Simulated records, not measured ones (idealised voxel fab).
Process module heading - voxel lift off
The cross-section on display is named cut; it measures 230 nm wide, and its cells are 5 nm squares.
Each cross-section below is a grid of square cells, stated as bands in top-down order, with one or more rows of cells making up each band. Top, bottom (nm), then materials left to right with widths (nm); lone material tagged "full width" fills the whole band edge to edge; "empty" = empty space. Where do heights start? At 0: under that level the wafer as delivered is made of one material only. And the lowest band has no floor; it just carries on downward, as in "0 down". Width spec "30->40" -> top row of cells at first value, bottom row at second value, equal per-row change in between. What does "nothing altered" mean for a step? It means no cell of the cross-section changed in that step. Enclosed voids (no open way to top), threshold 8 cells or more, entry "Enclosed void inventory", notation width x height at distance, distance from left edge, nm. Read whatever lies past the settings on a step's line as the simulator's own remark about the step. For masked steps, "overlay nm" on the step line gives how far right of plan the mask actually lay; a minus sign means it lay to the left.

# Process steps foreseen in the plan
- 1: RECEIVE (material Si)
- 2: CONFORMAL_DEP (material SiO2; thk nm 10)
- 3: PATTERN (tone open; mask id LINES; material resist; width nm 20; pitch nm 35; thk nm 20; overlay nm 0)
- 4: DIRECTIONAL_DEP (material Ru; thk nm 5)
- 5: STRIP (etch materials resist)
- 6: CONFORMAL_DEP (material SiO2; thk nm 5)

# First wafer out of two, processed as planned

# as received, after step 1
    0 down | Si full width
    Enclosed void inventory: none

# The wafer, seen in cross-section, after step 2
    10 to 0 | SiO2 full width
    Rest of section, below 0: as before.

# The wafer, seen in cross-section, after step 3
    30 to 10 | resist: 50  empty: 20  resist: 15  empty: 20  resist: 15  empty: 20  resist: 15  empty: 20  resist: 55
    Rest of section, below 10: as before.

# The wafer, seen in cross-section, after step 4
    35 to 30 | Ru: 50  empty: 20  Ru: 15  empty: 20  Ru: 15  empty: 20  Ru: 15  empty: 20  Ru: 55
    30 to 15 | resist: 50  empty: 20  resist: 15  empty: 20  resist: 15  empty: 20  resist: 15  empty: 20  resist: 55
    15 to 10 | resist: 50  Ru: 20  resist: 15  Ru: 20  resist: 15  Ru: 20  resist: 15  Ru: 20  resist: 55
    Rest of section, below 10: as before.

# The wafer, seen in cross-section, after step 5
    15 to 10 | empty: 50  Ru: 20  empty: 15  Ru: 20  empty: 15  Ru: 20  empty: 15  Ru: 20  empty: 55
    Rest of section, below 10: as before.

# The wafer, seen in cross-section, after step 6
    20 to 15 | empty: 45  SiO2: 30  empty: 5  SiO2: 30  empty: 5  SiO2: 30  empty: 5  SiO2: 30  empty: 50
    15 to 10 | SiO2: 50  Ru: 20  SiO2: 15  Ru: 20  SiO2: 15  Ru: 20  SiO2: 15  Ru: 20  SiO2: 55
    Rest of section, below 10: as before.

# Regarding the second of the two wafers: it shared the first wafer's starting condition and process plan, yet one error occurred during its execution. Its history coincides with that of the first wafer up to and including step 2

# Cross-section: second wafer, time at which step 3 was scheduled to end
    30 to 10 | resist: 55  empty: 20  resist: 15  empty: 20  resist: 15  empty: 20  resist: 15  empty: 20  resist: 50
    Rest of section, below 10: as before.

# Cross-section: second wafer, time at which step 4 was scheduled to end
    35 to 30 | Ru: 55  empty: 20  Ru: 15  empty: 20  Ru: 15  empty: 20  Ru: 15  empty: 20  Ru: 50
    30 to 15 | resist: 55  empty: 20  resist: 15  empty: 20  resist: 15  empty: 20  resist: 15  empty: 20  resist: 50
    15 to 10 | resist: 55  Ru: 20  resist: 15  Ru: 20  resist: 15  Ru: 20  resist: 15  Ru: 20  resist: 50
    Rest of section, below 10: as before.

# Cross-section: second wafer, time at which step 5 was scheduled to end
    15 to 10 | empty: 55  Ru: 20  empty: 15  Ru: 20  empty: 15  Ru: 20  empty: 15  Ru: 20  empty: 50
    Rest of section, below 10: as before.

# Cross-section: second wafer, time at which step 6 was scheduled to end
    20 to 15 | empty: 50  SiO2: 30  empty: 5  SiO2: 30  empty: 5  SiO2: 30  empty: 5  SiO2: 30  empty: 45
    15 to 10 | SiO2: 55  Ru: 20  SiO2: 15  Ru: 20  SiO2: 15  Ru: 20  SiO2: 15  Ru: 20  SiO2: 50
    Rest of section, below 10: as before.
Processing error: step 3 off recipe, ran as PATTERN (tone open; mask id LINES; material resist; width nm 20; pitch nm 35; thk nm 20; overlay nm 5)
Tallied in cells, the final second wafer holds each material in the same quantity as the first, although not at the same places.
